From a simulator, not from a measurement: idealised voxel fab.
This is a process module. Its name is voxel self aligned contacts.
Square cell edge 5 nm, section width 230 nm, ID cut.
Square cells in a grid make up a cross-section in this document, and the grid is given as bands, listed from the top down, each one or more rows of cells.
Within each band entry, the heights of the top and of the bottom of the band appear first, in that order and in nm; the materials of the band then follow from left to right, each with its corresponding width in nm. The designation "edge to edge" on a single material indicates that it fills the band from edge to edge; the designation "empty" indicates empty space.
Note: height 0 marks the level under which the wafer is uniformly one material as received. Lowest band unbounded below, written "0 -> down".
The width entry "30..40" should be interpreted row by row: the top row of cells in the band takes the first number, the bottom row takes the second number, and the change between adjacent rows is uniform throughout.
"remains unaltered" after a step means that no cell of the cross-section changed.
Each empty space that has no open way to the top and spans at least 8 cells appears under "Encapsulated voids" as width x height at distance, the distance counted from the left edge, all in nm.
Heads up: the bit after the settings on a step's line is the simulator's remark on that step.
On any step carrying a mask, the "overlay nm" setting, if present on the step's line, tells how far right of its planned place the mask lay; negative values point to the left.

Listed below are the process steps as planned
1. RECEIVE (material Si)
2. OXIDIZE (depth nm 5)
3. DIRECTIONAL_DEP (material polySi; thk nm 30)
4. DIRECTIONAL_DEP (material SiN; thk nm 25)
5. PATTERN (tone cover; mask id GATE; material resist; width nm 30; pitch nm 65; thk nm 20; overlay nm 0)
6. DIRECTIONAL_ETCH (etch materials SiN; depth nm 25)
7. DIRECTIONAL_ETCH (etch materials polySi; depth nm 30)
8. STRIP (etch materials resist)
9. CONFORMAL_DEP (material SiN; thk nm 10)
10. DIRECTIONAL_ETCH (etch materials SiN; depth nm 10)
11. FILL_DEP (material SiO2; thk nm 20)
12. CMP (height nm 65)
13. DIRECTIONAL_DEP (material aC; thk nm 15)
14. PATTERN (tone open; mask id CONTACT; material resist; width nm 45; pitch nm 65; thk nm 35; overlay nm 0)
15. DIRECTIONAL_ETCH (etch materials aC; depth nm 15)
16. STRIP (etch materials resist)
17. DIRECTIONAL_ETCH (etch materials SiO2; depth nm 70)
18. STRIP (etch materials aC)
19. CONFORMAL_DEP (material TiN; thk nm 5)
20. FILL_DEP (material W; thk nm 10)
21. CMP (height nm 65)
22. CONFORMAL_DEP (material SiCN; thk nm 5)

Concerning the first of two wafers, which was run in accordance with the plan

Shown in cross-section is the wafer as received, that is, as it stands after step 1
- 0 -> down = Si edge to edge
- Encapsulated voids: none

Step 2 complete: cross-section through the wafer
- 0 -> -5 = SiO2 edge to edge
- At heights below -5, the structure remains unaltered.

Step 3 complete: cross-section through the wafer
- 30 -> 0 = polySi edge to edge
- At heights below 0, the structure remains unaltered.

Step 4 complete: cross-section through the wafer
- 55 -> 30 = SiN edge to edge
- At heights below 30, the structure remains unaltered.

Step 5 complete: cross-section through the wafer
- 75 -> 55 = 35 empty; 30 resist; 35 empty; 30 resist; 35 empty; 30 resist; 35 empty
- At heights below 55, the structure remains unaltered.

Step 6 complete: cross-section through the wafer
- 75 -> 55 = 35 empty; 30 resist; 35 empty; 30 resist; 35 empty; 30 resist; 35 empty
- 55 -> 30 = 35 empty; 30 SiN; 35 empty; 30 SiN; 35 empty; 30 SiN; 35 empty
- At heights below 30, the structure remains unaltered.

Step 7 complete: cross-section through the wafer
- 75 -> 55 = 35 empty; 30 resist; 35 empty; 30 resist; 35 empty; 30 resist; 35 empty
- 55 -> 30 = 35 empty; 30 SiN; 35 empty; 30 SiN; 35 empty; 30 SiN; 35 empty
- 30 -> 0 = 35 empty; 30 polySi; 35 empty; 30 polySi; 35 empty; 30 polySi; 35 empty
- At heights below 0, the structure remains unaltered.

Step 8 complete: cross-section through the wafer
- 55 -> 30 = 35 empty; 30 SiN; 35 empty; 30 SiN; 35 empty; 30 SiN; 35 empty
- At heights below 30, the structure remains unaltered.

Step 9 complete: cross-section through the wafer
- 65 -> 30 = 25 empty; 50 SiN; 15 empty; 50 SiN; 15 empty; 50 SiN; 25 empty
- 30 -> 10 = 25 empty; 10 SiN; 30 polySi; 10 SiN; 15 empty; 10 SiN; 30 polySi; 10 SiN; 15 empty; 10 SiN; 30 polySi; 10 SiN; 25 empty
- 10 -> 0 = 35 SiN; 30 polySi; 35 SiN; 30 polySi; 35 SiN; 30 polySi; 35 SiN
- At heights below 0, the structure remains unaltered.

Step 10 complete: cross-section through the wafer
- 55 -> 30 = 25 empty; 50 SiN; 15 empty; 50 SiN; 15 empty; 50 SiN; 25 empty
- 30 -> 0 = 25 empty; 10 SiN; 30 polySi; 10 SiN; 15 empty; 10 SiN; 30 polySi; 10 SiN; 15 empty; 10 SiN; 30 polySi; 10 SiN; 25 empty
- At heights below 0, the structure remains unaltered.

Step 11 complete: cross-section through the wafer
- 75 -> 55 = SiO2 edge to edge
- 55 -> 30 = 25 SiO2; 50 SiN; 15 SiO2; 50 SiN; 15 SiO2; 50 SiN; 25 SiO2
- 30 -> 0 = 25 SiO2; 10 SiN; 30 polySi; 10 SiN; 15 SiO2; 10 SiN; 30 polySi; 10 SiN; 15 SiO2; 10 SiN; 30 polySi; 10 SiN; 25 SiO2
- At heights below 0, the structure remains unaltered.

Step 12 complete: cross-section through the wafer
- 65 -> 55 = SiO2 edge to edge
- At heights below 55, the structure remains unaltered.

Step 13 complete: cross-section through the wafer
- 80 -> 65 = aC edge to edge
- At heights below 65, the structure remains unaltered.

Step 14 complete: cross-section through the wafer
- 115 -> 80 = 60 resist; 45 empty; 20 resist; 45 empty; 60 resist
- At heights below 80, the structure remains unaltered.

Step 15 complete: cross-section through the wafer
- 100 -> 80 = 60 resist; 45 empty; 20 resist; 45 empty; 60 resist
- 80 -> 65 = 60 aC; 45 empty; 20 aC; 45 empty; 60 aC
- At heights below 65, the structure remains unaltered.

Step 16 complete: cross-section through the wafer
- 80 -> 65 = 60 aC; 45 empty; 20 aC; 45 empty; 60 aC
- At heights below 65, the structure remains unaltered.

Step 17 complete: cross-section through the wafer
- 80 -> 65 = 60 aC; 45 empty; 20 aC; 45 empty; 60 aC
- 65 -> 55 = 60 SiO2; 45 empty; 20 SiO2; 45 empty; 60 SiO2
- 55 -> 30 = 25 SiO2; 50 SiN; 15 empty; 50 SiN; 15 empty; 50 SiN; 25 SiO2
- 30 -> 0 = 25 SiO2; 10 SiN; 30 polySi; 10 SiN; 15 empty; 10 SiN; 30 polySi; 10 SiN; 15 empty; 10 SiN; 30 polySi; 10 SiN; 25 SiO2
- 0 -> -5 = 75 SiO2; 15 empty; 50 SiO2; 15 empty; 75 SiO2
- At heights below -5, the structure remains unaltered.

Step 18 complete: cross-section through the wafer
- 65 -> 55 = 60 SiO2; 45 empty; 20 SiO2; 45 empty; 60 SiO2
- At heights below 55, the structure remains unaltered.

Step 19 complete: cross-section through the wafer
- 70 -> 65 = 65 TiN; 35 empty; 30 TiN; 35 empty; 65 TiN
- 65 -> 55 = 60 SiO2; 5..20 TiN; 35..5 empty; 5..20 TiN; 20 SiO2; 5..20 TiN; 35..5 empty; 5..20 TiN; 60 SiO2
- 55 -> 30 = 25 SiO2; 50 SiN; 5 TiN; 5 empty; 5 TiN; 50 SiN; 5 TiN; 5 empty; 5 TiN; 50 SiN; 25 SiO2
- 30 -> 0 = 25 SiO2; 10 SiN; 30 polySi; 10 SiN; 5 TiN; 5 empty; 5 TiN; 10 SiN; 30 polySi; 10 SiN; 5 TiN; 5 empty; 5 TiN; 10 SiN; 30 polySi; 10 SiN; 25 SiO2
- 0 -> -5 = 75 SiO2; 15 TiN; 50 SiO2; 15 TiN; 75 SiO2
- At heights below -5, the structure remains unaltered.

Step 20 complete: cross-section through the wafer
- 80 -> 70 = W edge to edge
- 70 -> 65 = 65 TiN; 35 W; 30 TiN; 35 W; 65 TiN
- 65 -> 55 = 60 SiO2; 5..20 TiN; 35..5 W; 5..20 TiN; 20 SiO2; 5..20 TiN; 35..5 W; 5..20 TiN; 60 SiO2
- 55 -> 30 = 25 SiO2; 50 SiN; 5 TiN; 5 W; 5 TiN; 50 SiN; 5 TiN; 5 W; 5 TiN; 50 SiN; 25 SiO2
- 30 -> 0 = 25 SiO2; 10 SiN; 30 polySi; 10 SiN; 5 TiN; 5 W; 5 TiN; 10 SiN; 30 polySi; 10 SiN; 5 TiN; 5 W; 5 TiN; 10 SiN; 30 polySi; 10 SiN; 25 SiO2
- At heights below 0, the structure remains unaltered.

Step 21 complete: cross-section through the wafer
- 65 -> 55 = 60 SiO2; 5..20 TiN; 35..5 W; 5..20 TiN; 20 SiO2; 5..20 TiN; 35..5 W; 5..20 TiN; 60 SiO2
- At heights below 55, the structure remains unaltered.

Step 22 complete: cross-section through the wafer
- 70 -> 65 = SiCN edge to edge
- At heights below 65, the structure remains unaltered.

Second wafer, same starting state and plan as the first, one mistake in the run, identical through step 4

Second wafer profile in section, at the moment step 5 of the plan was meant to be complete
- 75 -> 55 = 35 resist; 30 empty; 35 resist; 30 empty; 35 resist; 30 empty; 35 resist
- At heights below 55, the structure remains unaltered.

Second wafer profile in section, at the moment step 6 of the plan was meant to be complete
- 75 -> 55 = 35 resist; 30 empty; 35 resist; 30 empty; 35 resist; 30 empty; 35 resist
- 55 -> 30 = 35 SiN; 30 empty; 35 SiN; 30 empty; 35 SiN; 30 empty; 35 SiN
- At heights below 30, the structure remains unaltered.

Second wafer profile in section, at the moment step 7 of the plan was meant to be complete
- 75 -> 55 = 35 resist; 30 empty; 35 resist; 30 empty; 35 resist; 30 empty; 35 resist
- 55 -> 30 = 35 SiN; 30 empty; 35 SiN; 30 empty; 35 SiN; 30 empty; 35 SiN
- 30 -> 0 = 35 polySi; 30 empty; 35 polySi; 30 empty; 35 polySi; 30 empty; 35 polySi
- At heights below 0, the structure remains unaltered.

Second wafer profile in section, at the moment step 8 of the plan was meant to be complete
- 55 -> 30 = 35 SiN; 30 empty; 35 SiN; 30 empty; 35 SiN; 30 empty; 35 SiN
- At heights below 30, the structure remains unaltered.

Second wafer profile in section, at the moment step 9 of the plan was meant to be complete
- 65 -> 30 = 45 SiN; 10 empty; 55 SiN; 10 empty; 55 SiN; 10 empty; 45 SiN
- 30 -> 10 = 35 polySi; 10 SiN; 10 empty; 10 SiN; 35 polySi; 10 SiN; 10 empty; 10 SiN; 35 polySi; 10 SiN; 10 empty; 10 SiN; 35 polySi
- 10 -> 0 = 35 polySi; 30 SiN; 35 polySi; 30 SiN; 35 polySi; 30 SiN; 35 polySi
- At heights below 0, the structure remains unaltered.

Second wafer profile in section, at the moment step 10 of the plan was meant to be complete
- 55 -> 30 = 45 SiN; 10 empty; 55 SiN; 10 empty; 55 SiN; 10 empty; 45 SiN
- 30 -> 0 = 35 polySi; 10 SiN; 10 empty; 10 SiN; 35 polySi; 10 SiN; 10 empty; 10 SiN; 35 polySi; 10 SiN; 10 empty; 10 SiN; 35 polySi
- At heights below 0, the structure remains unaltered.

Second wafer profile in section, at the moment step 11 of the plan was meant to be complete
- 75 -> 55 = SiO2 edge to edge
- 55 -> 30 = 45 SiN; 10 SiO2; 55 SiN; 10 SiO2; 55 SiN; 10 SiO2; 45 SiN
- 30 -> 0 = 35 polySi; 10 SiN; 10 SiO2; 10 SiN; 35 polySi; 10 SiN; 10 SiO2; 10 SiN; 35 polySi; 10 SiN; 10 SiO2; 10 SiN; 35 polySi
- At heights below 0, the structure remains unaltered.

Second wafer profile in section, at the moment step 12 of the plan was meant to be complete
- 65 -> 55 = SiO2 edge to edge
- At heights below 55, the structure remains unaltered.

Second wafer profile in section, at the moment step 13 of the plan was meant to be complete
- 80 -> 65 = aC edge to edge
- At heights below 65, the structure remains unaltered.

Second wafer profile in section, at the moment step 14 of the plan was meant to be complete
- 115 -> 80 = 60 resist; 45 empty; 20 resist; 45 empty; 60 resist
- At heights below 80, the structure remains unaltered.

Second wafer profile in section, at the moment step 15 of the plan was meant to be complete
- 100 -> 80 = 60 resist; 45 empty; 20 resist; 45 empty; 60 resist
- 80 -> 65 = 60 aC; 45 empty; 20 aC; 45 empty; 60 aC
- At heights below 65, the structure remains unaltered.

Second wafer profile in section, at the moment step 16 of the plan was meant to be complete
- 80 -> 65 = 60 aC; 45 empty; 20 aC; 45 empty; 60 aC
- At heights below 65, the structure remains unaltered.

Second wafer profile in section, at the moment step 17 of the plan was meant to be complete
- 80 -> 65 = 60 aC; 45 empty; 20 aC; 45 empty; 60 aC
- 65 -> 55 = 60 SiO2; 45 empty; 20 SiO2; 45 empty; 60 SiO2
- At heights below 55, the structure remains unaltered.

Second wafer profile in section, at the moment step 18 of the plan was meant to be complete
- 65 -> 55 = 60 SiO2; 45 empty; 20 SiO2; 45 empty; 60 SiO2
- At heights below 55, the structure remains unaltered.

Second wafer profile in section, at the moment step 19 of the plan was meant to be complete
- 70 -> 65 = 65 TiN; 35 empty; 30 TiN; 35 empty; 65 TiN
- 65 -> 60 = 60 SiO2; 5 TiN; 35 empty; 5 TiN; 20 SiO2; 5 TiN; 35 empty; 5 TiN; 60 SiO2
- 60 -> 55 = 60 SiO2; 45 TiN; 20 SiO2; 45 TiN; 60 SiO2
- At heights below 55, the structure remains unaltered.

Second wafer profile in section, at the moment step 20 of the plan was meant to be complete
- 80 -> 70 = W edge to edge
- 70 -> 65 = 65 TiN; 35 W; 30 TiN; 35 W; 65 TiN
- 65 -> 60 = 60 SiO2; 5 TiN; 35 W; 5 TiN; 20 SiO2; 5 TiN; 35 W; 5 TiN; 60 SiO2
- At heights below 60, the structure remains unaltered.

Second wafer profile in section, at the moment step 21 of the plan was meant to be complete
- 65 -> 60 = 60 SiO2; 5 TiN; 35 W; 5 TiN; 20 SiO2; 5 TiN; 35 W; 5 TiN; 60 SiO2
- At heights below 60, the structure remains unaltered.

Second wafer profile in section, at the moment step 22 of the plan was meant to be complete
- 70 -> 65 = SiCN edge to edge
- At heights below 65, the structure remains unaltered.
What went wrong in running the wafer? step 5 was processed under conditions differing from the plan, specifically as PATTERN (tone open; mask id GATE; material resist; width nm 30; pitch nm 65; thk nm 20; overlay nm 0)
Upon completion, the second wafer contains, in terms of cells, a greater or smaller amount of certain materials than the first wafer: 50 more of SiN, 38 fewer of SiO2, 48 fewer of TiN, 24 fewer of W, 60 more of polySi
